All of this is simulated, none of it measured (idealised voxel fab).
The process module that follows is named voxel quadruple lines.
Xsec cut, 280 nm wide, square cell size 5 nm.
Cross-section = grid of square cells, listed top down in bands; band = one or more rows. For a band, the entry starts with two heights in nm, that of the top and then that of the bottom, and carries on with the band's materials in order from left to right, each alongside its width in nm; the word "all across" beside a single material means it fills the band edge to edge, and "blank" means empty space. Counting heights begins at 0, where everything beneath is, in the wafer as received, one material. The lowest band has no bottom; it goes on downwards, as "0 and below" shows. Width spec "30->40" -> top row of cells at first value, bottom row at second value, equal per-row change in between. "nothing different" -> step changed no cross-section cell. This entry, "Enclosed void entries", enumerates those empty regions of no fewer than 8 cells that possess no open connection to the top. Each region is reported in the form width x height at distance, the distance being taken from the left edge, with all three quantities expressed in nm. On a step's line, text after the settings is the simulator commenting on that step. For masked steps, "overlay nm" on the step line gives how far right of plan the mask actually lay; a minus sign means it lay to the left.
This section lists the process steps that were planned:
1: RECEIVE, material Si
2: CONFORMAL_DEP, material SiO2, thk nm 5
3: DIRECTIONAL_DEP, material W, thk nm 10
4: DIRECTIONAL_DEP, material polySi, thk nm 15
5: DIRECTIONAL_DEP, material aC, thk nm 25
6: PATTERN, tone cover, mask id MANDREL, material resist, width nm 30, thk nm 35, overlay nm 0
7: DIRECTIONAL_ETCH, etch materials aC, depth nm 25
8: STRIP, etch materials resist
9: CONFORMAL_DEP, material SiO2, thk nm 10
10: DIRECTIONAL_ETCH, etch materials SiO2, depth nm 10
11: STRIP, etch materials aC
12: DIRECTIONAL_ETCH, etch materials polySi, depth nm 15
13: STRIP, etch materials SiO2
14: CONFORMAL_DEP, material SiN, thk nm 10
15: DIRECTIONAL_ETCH, etch materials SiN, depth nm 10
16: STRIP, etch materials polySi
17: DIRECTIONAL_ETCH, etch materials W, depth nm 10
18: STRIP, etch materials SiN
Here's what the wafer looked like in cross-section when it arrived - that's after step 1:
- 0 and below = Si all across
- Enclosed void entries: none
Cross-sectional image of the first of two wafers at the end of the module, the run having proceeded as planned:
- 15 down to 5 = 105 blank  10 W  10 blank  10 W  10 blank  10 W  10 blank  10 W  105 blank
- 5 down to 0 = SiO2 all across
- 0 and below = Si all across
- Enclosed void entries: none
The second wafer, shown in cross-section after the module: started the same way as the first and given the same plan, yet one mistake crept into how it was run:
- 15 down to 5 = 95 blank  10 W  10 blank  10 W  10 blank  10 W  10 blank  10 W  115 blank
- 5 down to 0 = SiO2 all across
- 0 and below = Si all across
- Enclosed void entries: none
Here's what went sideways: contrary to plan, step 6 was performed as PATTERN, tone cover, mask id MANDREL, material resist, width nm 30, thk nm 35, overlay nm -10
At the end, the second wafer has the same number of cells of each material as the first, but those cells sit in other places.
